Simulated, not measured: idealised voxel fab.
The process module presented herein is designated voxel self aligned contacts.
cross-section cut | 170 nm wide | cells 5 nm
Cross-section layout: square cells on a grid; listed as bands, top to bottom; a band spans one or more cell rows.
Band: top and bottom heights (nm) first, top before bottom; then materials from left to right, widths in nm. "all across" marks a sole material filling the band edge to edge. "empty" denotes empty space.
Height reference: 0 = level under which incoming wafer is all one material. Lowest band: no bottom, runs on downward, e.g. "0..down".
The notation "30->40" denotes a width that varies across the rows of cells in the band, beginning at the first number in the top row, finishing at the second number in the bottom row, and changing by an identical amount from each row to the next.
Where a step carries "nothing altered", the cross-section came out of it unchanged, cell for cell.
"Trapped cavities" lists enclosed empty spaces (at least 8 cells, no open path upward to the top), each as width x height at distance from the left edge, in nm.
What comes after the settings on a step's line is commentary from the simulator itself on that step.
Each step line may optionally specify "overlay nm", which for a step with a mask gives the rightward distance between the mask's planned place and where it lay, a negative value indicating the leftward direction.

# Process steps - plan
- 1: RECEIVE (material Si)
- 2: CONFORMAL_DEP (material SiO2; thk nm 5)
- 3: DIRECTIONAL_DEP (material polySi; thk nm 30)
- 4: DIRECTIONAL_DEP (material SiN; thk nm 25)
- 5: MASKED_ETCH (tone cover; mask id GATE; width nm 30; pitch nm 70; etch materials SiN; depth nm 25; overlay nm 0)
- 6: MASKED_ETCH (tone cover; mask id GATE; width nm 30; pitch nm 70; etch materials polySi; depth nm 30; overlay nm 0)
- 7: CONFORMAL_DEP (material SiN; thk nm 10)
- 8: DIRECTIONAL_ETCH (etch materials SiN; depth nm 10)
- 9: FILL_DEP (material SiO2; thk nm 10)
- 10: CMP (height nm 65)
- 11: DIRECTIONAL_DEP (material aC; thk nm 15)
- 12: PATTERN (tone open; mask id CONTACT; material resist; width nm 50; thk nm 35; overlay nm 0)
- 13: DIRECTIONAL_ETCH (etch materials aC; depth nm 15)
- 14: STRIP (etch materials resist)
- 15: DIRECTIONAL_ETCH (etch materials SiO2; depth nm 65)
- 16: STRIP (etch materials aC)
- 17: CONFORMAL_DEP (material TiN; thk nm 5)
- 18: FILL_DEP (material W; thk nm 5)
- 19: CMP (height nm 65)
- 20: CONFORMAL_DEP (material SiN; thk nm 5)

# Wafer cross-section on receipt, i.e. after step 1
  0..down = Si all across
  Trapped cavities: none

# Post-module cross-section: identical start and plan to those above, one misstep in execution
  70..65 = SiN all across
  65..60 = SiO2=60; TiN=20; W=10; TiN=20; SiO2=60
  60..40 = SiO2=25; SiN=50; TiN=5; W=10; TiN=5; SiN=50; SiO2=25
  40..35 = SiO2=25; SiN=50; TiN=20; SiN=50; SiO2=25
  35..5 = SiO2=15; SiN=10; polySi=40; SiN=10; TiN=10; SiN=10; polySi=40; SiN=10; SiO2=25
  5..0 = SiO2=75; TiN=10; SiO2=85
  0..down = Si all across
  Trapped cavities: none
Run error: planned and actual differ for step 6; actual: MASKED_ETCH (tone cover; mask id GATE; width nm 30; pitch nm 70; etch materials polySi; depth nm 30; overlay nm -10)
